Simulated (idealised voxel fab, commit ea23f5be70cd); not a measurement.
The following process module bears the name voxel quadruple lines.
Each square cell in cross-section cut measures 5 nm, and the section as a whole is 140 nm wide.
Cross-section format: a grid of square cells, given as bands from top to bottom; each band is one or more rows of cells. Heights first: top, then bottom, in nm. Then materials, left to right, each with a width in nm. "throughout" on a single material: fills the band edge to edge. "blank": empty space. We count height from 0. Below that, the starting wafer is all one material. The lowest band never ends at the bottom but goes on down; see "0 and below" for how that is written. Quick explanation for "30 to 40": the width changes in equal steps down the rows of cells, from the first number in the band's top row to the second number in its bottom row. "remained unchanged" (step): cross-section cells unchanged, all of them. So "Encapsulated voids" is basically the list of trapped voids: any empty space of 8 cells or more that can't reach the top through an opening. They're written width x height at distance, the distance being from the left edge, and it's all nm. What comes after the settings on a step's line is commentary from the simulator itself on that step. "overlay nm" denotes, for a step that has a mask, the displacement of the mask to the right of its planned place, with negative values corresponding to the left.

[Planned step list for the process]
1,RECEIVE (material Si)
2,CONFORMAL_DEP (material SiO2; thk nm 5)
3,DIRECTIONAL_DEP (material TiN; thk nm 10)
4,DIRECTIONAL_DEP (material polySi; thk nm 15)
5,DIRECTIONAL_DEP (material aC; thk nm 20)
6,PATTERN (tone cover; mask id MANDREL; material resist; width nm 35; thk nm 25; overlay nm 0)
7,DIRECTIONAL_ETCH (etch materials aC; depth nm 20)
8,STRIP (etch materials resist)
9,CONFORMAL_DEP (material SiO2; thk nm 15)
10,DIRECTIONAL_ETCH (etch materials SiO2; depth nm 15)
11,STRIP (etch materials aC)
12,DIRECTIONAL_ETCH (etch materials polySi; depth nm 15)
13,STRIP (etch materials SiO2)
14,CONFORMAL_DEP (material SiCN; thk nm 10)
15,DIRECTIONAL_ETCH (etch materials SiCN; depth nm 10)
16,STRIP (etch materials polySi)
17,DIRECTIONAL_ETCH (etch materials TiN; depth nm 10)
18,STRIP (etch materials SiCN)
19,FILL_DEP (material SiO2; thk nm 10)
20,CMP (height nm 15)

[So this is the incoming wafer in cross-section - it's already been through step 1]
  0 and below | Si throughout
  Encapsulated voids: none

[What the wafer looks like in cross-section after this module, when it starts as shown above and follows the plan above but one mistake is made in running it]
  15 down to 5 | 40 nm SiO2 | 10 nm TiN | 15 nm SiO2 | 5 nm TiN | 15 nm SiO2 | 10 nm TiN | 45 nm SiO2
  5 down to 0 | SiO2 throughout
  0 and below | Si throughout
  Encapsulated voids: none
It is concluded that the wafer was processed incorrectly with respect to the plan, in that step 6 deviated from plan and actually ran as PATTERN (tone open; mask id MANDREL; material resist; width nm 35; thk nm 25; overlay nm 0)
